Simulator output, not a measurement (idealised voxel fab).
Proc. module: voxel transistor to metal
Xsec cut, 300 nm wide, square cell size 5 nm.
Each cross-section below is a grid of square cells, stated as bands in top-down order, with one or more rows of cells making up each band.
Quick guide to a band line: top height, bottom height (nm) up front; then every material left to right with its width in nm. Only one material and it's marked "full width"? Then it fills the band edge to edge. And "air" just means empty space.
Below 0: as-received wafer, all one material; heights counted from there. Lowest band: no bottom, goes on down, written "from 0 down".
Read "30 to 40" as a graded width: first number on top, second number at the bottom, same change between each pair of neighbouring rows.
For the purposes of this document, the phrase "remained the same" attached to a step denotes that no cell within the cross-section was modified by that step.
Fully sealed voids: empty space of 8 cells or more with no open way to the top, each as width x height at its distance from the left edge, in nm
after a step's settings: what the simulator itself notes on the step
overlay nm, on a step with a mask: how far to the right of its planned place the mask lay; to the left if negative

PROCESS STEPS FORESEEN IN THE PLAN
1 RECEIVE with material Si
2 OXIDIZE with depth nm 5
3 CONFORMAL_DEP with material SiN, thk nm 10
4 DIRECTIONAL_DEP with material aC, thk nm 15
5 PATTERN with tone cover, mask id ACTIVE, material resist, width nm 105, pitch nm 135, thk nm 35, overlay nm 0
6 DIRECTIONAL_ETCH with etch materials aC, depth nm 15
7 STRIP with etch materials resist
8 DIRECTIONAL_ETCH with etch materials SiN, depth nm 10
9 DIRECTIONAL_ETCH with etch materials SiO2, depth nm 5
10 DIRECTIONAL_ETCH with etch materials Si, depth nm 30
11 STRIP with etch materials aC
12 FILL_DEP with material SiO2, thk nm 15
13 CMP with height nm 10
14 SELECTIVE_ETCH with etch materials SiO2, depth nm 10
15 STRIP with etch materials SiN
16 SELECTIVE_ETCH with etch materials SiO2, depth nm 5
17 OXIDIZE with depth nm 5
18 DIRECTIONAL_DEP with material polySi, thk nm 25
19 DIRECTIONAL_DEP with material SiCN, thk nm 15
20 MASKED_ETCH with tone cover, mask id GATE, width nm 25, pitch nm 135, etch materials SiCN, depth nm 25, overlay nm 0
21 MASKED_ETCH with tone cover, mask id GATE, width nm 25, pitch nm 135, etch materials polySi, depth nm 35, overlay nm 0
22 CONFORMAL_DEP with material SiN, thk nm 5
23 DIRECTIONAL_ETCH with etch materials SiN, depth nm 5
24 DIRECTIONAL_ETCH with etch materials SiO2, depth nm 5
25 DIRECTIONAL_ETCH with etch materials Si, depth nm 15
26 EPI with material SiGe, thk nm 15
27 FILL_DEP with material SiO2, thk nm 10
28 CMP with height nm 20
29 STRIP with etch materials polySi
30 SELECTIVE_ETCH with etch materials SiO2, depth nm 5
31 CONFORMAL_DEP with material HfO2, thk nm 5
32 CONFORMAL_DEP with material TiN, thk nm 5
33 FILL_DEP with material W, thk nm 5
34 CMP with height nm 15
35 DIRECTIONAL_DEP with material SiO2, thk nm 10
36 DIRECTIONAL_DEP with material aC, thk nm 10
37 PATTERN with tone open, mask id CONTACT, material resist, width nm 15, thk nm 25, overlay nm 0
38 DIRECTIONAL_ETCH with etch materials aC, depth nm 10
39 STRIP with etch materials resist
40 DIRECTIONAL_ETCH with etch materials SiO2, depth nm 35
41 STRIP with etch materials aC
42 CONFORMAL_DEP with material TiN, thk nm 5
43 FILL_DEP with material W, thk nm 10
44 CMP with height nm 25
45 CONFORMAL_DEP with material SiN, thk nm 5
46 DIRECTIONAL_DEP with material lowk, thk nm 20
47 MASKED_ETCH with tone open, mask id METAL_1, width nm 15, etch materials lowk, depth nm 20, overlay nm 0
48 MASKED_ETCH with tone open, mask id METAL_1, width nm 15, etch materials SiN, depth nm 5, overlay nm 0
49 CONFORMAL_DEP with material TiN, thk nm 5
50 FILL_DEP with material W, thk nm 5
51 CMP with height nm 50
52 CONFORMAL_DEP with material SiCN, thk nm 5
53 DIRECTIONAL_DEP with material lowk, thk nm 30
54 PATTERN with tone open, mask id METAL_2, material resist, width nm 15, pitch nm 135, thk nm 20, overlay nm 0
55 DIRECTIONAL_ETCH with etch materials lowk, depth nm 20
56 STRIP with etch materials resist
57 PATTERN with tone open, mask id METAL_2_HOLES, material resist, width nm 15, pitch nm 135, thk nm 20, overlay nm 0
58 DIRECTIONAL_ETCH with etch materials lowk, depth nm 10
59 DIRECTIONAL_ETCH with etch materials SiCN, depth nm 5
60 STRIP with etch materials resist
61 CONFORMAL_DEP with material TiN, thk nm 5
62 FILL_DEP with material Ru, thk nm 5
63 CMP with height nm 85
64 CONFORMAL_DEP with material SiCN, thk nm 5

AS-RECEIVED WAFER CROSS-SECTION (AFTER STEP 1)
> from 0 down = Si full width
> Fully sealed voids: none

END-OF-MODULE XS, FIRST OF TWO WAFERS, RUN AS PLANNED
> from 90 to 85 = SiCN full width
> from 85 to 55 = lowk (35); TiN (5); Ru (5); TiN (5); lowk (120); TiN (5); Ru (5); TiN (5); lowk (115)
> from 55 to 50 = SiCN (35); TiN (15); SiCN (120); TiN (15); SiCN (115)
> from 50 to 30 = lowk (35); TiN (5); W (5); TiN (5); lowk (65); TiN (5); W (5); TiN (5); lowk (40); TiN (5); W (5); TiN (5); lowk (65); TiN (5); W (5); TiN (5); lowk (35)
> from 30 to 25 = SiN (35); TiN (15); SiN (65); TiN (15); SiN (40); TiN (15); SiN (65); TiN (15); SiN (35)
> from 25 to 15 = SiO2 (35); TiN (5); W (5); TiN (5); SiO2 (65); TiN (5); W (5); TiN (5); SiO2 (40); TiN (5); W (5); TiN (5); SiO2 (65); TiN (5); W (5); TiN (5); SiO2 (35)
> from 15 to 5 = SiO2 (35); TiN (5); W (5); TiN (5); SiO2 (15); SiN (5); HfO2 (5); TiN (5); W (5); TiN (5); HfO2 (5); SiN (5); SiO2 (15); TiN (5); W (5); TiN (5); SiO2 (40); TiN (5); W (5); TiN (5); SiO2 (15); SiN (5); HfO2 (5); TiN (5); W (5); TiN (5); HfO2 (5); SiN (5); SiO2 (15); TiN (5); W (5); TiN (5); SiO2 (35)
> from 5 to 0 = SiO2 (35); TiN (5); W (5); TiN (5); SiGe (15); SiN (5); HfO2 (5); TiN (5); W (5); TiN (5); HfO2 (5); SiN (5); SiGe (15); TiN (5); W (5); TiN (5); SiO2 (40); TiN (5); W (5); TiN (5); SiGe (15); SiN (5); HfO2 (5); TiN (5); W (5); TiN (5); HfO2 (5); SiN (5); SiGe (15); TiN (5); W (5); TiN (5); SiO2 (35)
> from 0 to -5 = SiO2 (35); TiN (5); W (5); TiN (5); SiGe (15); SiN (5); HfO2 (5); TiN (15); HfO2 (5); SiN (5); SiGe (15); TiN (5); W (5); TiN (5); SiO2 (40); TiN (5); W (5); TiN (5); SiGe (15); SiN (5); HfO2 (5); TiN (15); HfO2 (5); SiN (5); SiGe (15); TiN (5); W (5); TiN (5); SiO2 (35)
> from -5 to -10 = SiO2 (35); TiN (15); SiGe (15); HfO2 (35); SiGe (15); TiN (15); SiO2 (40); TiN (15); SiGe (15); HfO2 (35); SiGe (15); TiN (15); SiO2 (35)
> from -10 to -25 = SiO2 (30); SiGe (35); Si (35); SiGe (35); SiO2 (30); SiGe (35); Si (35); SiGe (35); SiO2 (30)
> from -25 to -35 = SiO2 (30); Si (105); SiO2 (30); Si (105); SiO2 (30)
> from -35 down = Si full width
> Fully sealed voids: none

SECOND WAFER OF THE TWO, SECTIONED AT THE END OF THE MODULE. IT BEGAN LIKE THE FIRST AND FOLLOWED THE SAME PLAN, BUT ONE MISTAKE WAS MADE WHILE RUNNING IT
> from 90 to 85 = SiCN full width
> from 85 to 80 = Ru full width
> from 80 to 75 = Ru (30); TiN (25); Ru (110); TiN (25); Ru (110)
> from 75 to 70 = Ru (30); TiN (5); lowk (15); TiN (5); Ru (110); TiN (5); lowk (15); TiN (5); Ru (110)
> from 70 to 65 = TiN (35); lowk (15); TiN (120); lowk (15); TiN (115)
> from 65 to 55 = lowk full width
> from 55 to 50 = SiCN full width
> from 50 to 30 = lowk (35); TiN (5); W (5); TiN (5); lowk (65); TiN (5); W (5); TiN (5); lowk (40); TiN (5); W (5); TiN (5); lowk (65); TiN (5); W (5); TiN (5); lowk (35)
> from 30 to 25 = SiN (35); TiN (15); SiN (65); TiN (15); SiN (40); TiN (15); SiN (65); TiN (15); SiN (35)
> from 25 to 15 = SiO2 (35); TiN (5); W (5); TiN (5); SiO2 (65); TiN (5); W (5); TiN (5); SiO2 (40); TiN (5); W (5); TiN (5); SiO2 (65); TiN (5); W (5); TiN (5); SiO2 (35)
> from 15 to 5 = SiO2 (35); TiN (5); W (5); TiN (5); SiO2 (15); SiN (5); HfO2 (5); TiN (5); W (5); TiN (5); HfO2 (5); SiN (5); SiO2 (15); TiN (5); W (5); TiN (5); SiO2 (40); TiN (5); W (5); TiN (5); SiO2 (15); SiN (5); HfO2 (5); TiN (5); W (5); TiN (5); HfO2 (5); SiN (5); SiO2 (15); TiN (5); W (5); TiN (5); SiO2 (35)
> from 5 to 0 = SiO2 (35); TiN (5); W (5); TiN (5); SiGe (15); SiN (5); HfO2 (5); TiN (5); W (5); TiN (5); HfO2 (5); SiN (5); SiGe (15); TiN (5); W (5); TiN (5); SiO2 (40); TiN (5); W (5); TiN (5); SiGe (15); SiN (5); HfO2 (5); TiN (5); W (5); TiN (5); HfO2 (5); SiN (5); SiGe (15); TiN (5); W (5); TiN (5); SiO2 (35)
> from 0 to -5 = SiO2 (35); TiN (5); W (5); TiN (5); SiGe (15); SiN (5); HfO2 (5); TiN (15); HfO2 (5); SiN (5); SiGe (15); TiN (5); W (5); TiN (5); SiO2 (40); TiN (5); W (5); TiN (5); SiGe (15); SiN (5); HfO2 (5); TiN (15); HfO2 (5); SiN (5); SiGe (15); TiN (5); W (5); TiN (5); SiO2 (35)
> from -5 to -10 = SiO2 (35); TiN (15); SiGe (15); HfO2 (35); SiGe (15); TiN (15); SiO2 (40); TiN (15); SiGe (15); HfO2 (35); SiGe (15); TiN (15); SiO2 (35)
> from -10 to -25 = SiO2 (30); SiGe (35); Si (35); SiGe (35); SiO2 (30); SiGe (35); Si (35); SiGe (35); SiO2 (30)
> from -25 to -35 = SiO2 (30); Si (105); SiO2 (30); Si (105); SiO2 (30)
> from -35 down = Si full width
> Fully sealed voids: none
Short version of what went wrong: planned and actual differ for step 54; actual: PATTERN with tone cover, mask id METAL_2, material resist, width nm 15, pitch nm 135, thk nm 20, overlay nm 0
Wrapping up, a cell-based count of both wafers puts the second over or under the first for these materials: Ru: 148 more, SiCN: 6 more, TiN: 38 more, lowk: 192 fewer
